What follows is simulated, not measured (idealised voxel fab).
The following is a process module called voxel capacitor over wiring.
Shown is cross-section cut, with a width of 190 nm and square cells of size 5 nm.
A cross-section in this document is a grid of square cells, and it is written down as bands, the top band listed before the ones below it; a band is made up of one or more rows of cells.
Heights first: top, then bottom, in nm. Then materials, left to right, each with a width in nm. "edge to edge" on a single material: fills the band edge to edge. "empty": empty space.
It should be noted that heights are counted from 0, beneath which the wafer as supplied is of one material throughout, and that the lowest band possesses no lower boundary but continues downward, as written in "from 0 down".
The notation "30..40" denotes a width that varies across the rows of cells in the band, beginning at the first number in the top row, finishing at the second number in the bottom row, and changing by an identical amount from each row to the next.
For the purposes of this document, the phrase "all unchanged" attached to a step denotes that no cell within the cross-section was modified by that step.
"Cavities, closed" means: voids of 8 cells or more that are shut off from the top with no open way through. Written width x height at distance, distance from the left edge, in nm.
Text after the settings on a step's line: the simulator's own remark on that step.
If you see "overlay nm" on a step's line and that step has a mask, it's telling you how far right of where it was planned the mask ended up; a negative number means it went left instead.
Process steps foreseen in the plan
| 1 | RECEIVE, material Si |
| 2 | CONFORMAL_DEP, material SiO2, thk nm 10 |
| 3 | CONFORMAL_DEP, material SiN, thk nm 5 |
| 4 | DIRECTIONAL_DEP, material lowk, thk nm 25 |
| 5 | PATTERN, tone open, mask id METAL_1, material resist, width nm 30, pitch nm 80, thk nm 20, overlay nm 0 |
| 6 | DIRECTIONAL_ETCH, etch materials lowk, depth nm 25 |
| 7 | DIRECTIONAL_ETCH, etch materials SiN, depth nm 5 |
| 8 | STRIP, etch materials resist |
| 9 | CONFORMAL_DEP, material TiN, thk nm 5 |
| 10 | FILL_DEP, material Cu, thk nm 5 |
| 11 | CMP, height nm 40 |
| 12 | CONFORMAL_DEP, material SiCN, thk nm 5 |
| 13 | DIRECTIONAL_DEP, material lowk, thk nm 10 |
| 14 | MASKED_ETCH, tone open, mask id PLUG_1, width nm 15, etch materials lowk, depth nm 10, overlay nm 0 |
| 15 | MASKED_ETCH, tone open, mask id PLUG_1, width nm 15, etch materials SiCN, depth nm 5, overlay nm 0 |
| 16 | CONFORMAL_DEP, material TiN, thk nm 5 |
| 17 | FILL_DEP, material Ru, thk nm 10 |
| 18 | CMP, height nm 55 |
| 19 | DIRECTIONAL_DEP, material TiN, thk nm 5 |
| 20 | DIRECTIONAL_DEP, material SiN, thk nm 5 |
| 21 | DIRECTIONAL_DEP, material TiN, thk nm 10 |
| 22 | MASKED_ETCH, tone cover, mask id UPPER_PLATE, width nm 55, etch materials TiN, depth nm 10, overlay nm 0 |
| 23 | MASKED_ETCH, tone cover, mask id UPPER_PLATE, width nm 55, etch materials SiN, depth nm 5, overlay nm 0 |
| 24 | MASKED_ETCH, tone cover, mask id LOWER_PLATE, width nm 65, etch materials TiN, depth nm 5, overlay nm 0 |
| 25 | FILL_DEP, material SiO2, thk nm 15 |
| 26 | CMP, height nm 85 |
| 27 | MASKED_ETCH, tone open, mask id PLUG_2, width nm 15, etch materials SiO2, depth nm 10, overlay nm 0 |
| 28 | CONFORMAL_DEP, material TiN, thk nm 5 |
| 29 | FILL_DEP, material Ru, thk nm 10 |
| 30 | CMP, height nm 85 |
| 31 | CONFORMAL_DEP, material SiN, thk nm 5 |
Wafer as received: cross-section following step 1
    from 0 down: Si edge to edge
    Cavities, closed: none
Final cross-section, module run with one mistake (start and plan as above)
    from 90 to 85: SiN edge to edge
    from 85 to 80: SiO2: 65 | TiN: 5 | Ru: 5 | TiN: 5 | SiO2: 110
    from 80 to 75: SiO2: 65 | TiN: 15 | SiO2: 110
    from 75 to 65: SiO2: 55 | TiN: 55 | SiO2: 80
    from 65 to 60: SiO2: 55 | SiN: 55 | SiO2: 80
    from 60 to 55: SiO2: 50 | TiN: 65 | SiO2: 75
    from 55 to 45: lowk: 55 | TiN: 5 | Ru: 5 | TiN: 5 | lowk: 120
    from 45 to 40: SiCN: 55 | TiN: 15 | SiCN: 120
    from 40 to 15: lowk: 40 | Ru: 5 | Cu: 20 | Ru: 5 | lowk: 50 | Ru: 5 | Cu: 20 | Ru: 5 | lowk: 40
    from 15 to 10: SiN: 40 | Ru: 30 | SiN: 50 | Ru: 30 | SiN: 40
    from 10 to 0: SiO2 edge to edge
    from 0 down: Si edge to edge
    Cavities, closed: none
Want to know what went wrong? step 9 was run on a setting that differed from the plan, and what really ran there is CONFORMAL_DEP, material Ru, thk nm 5
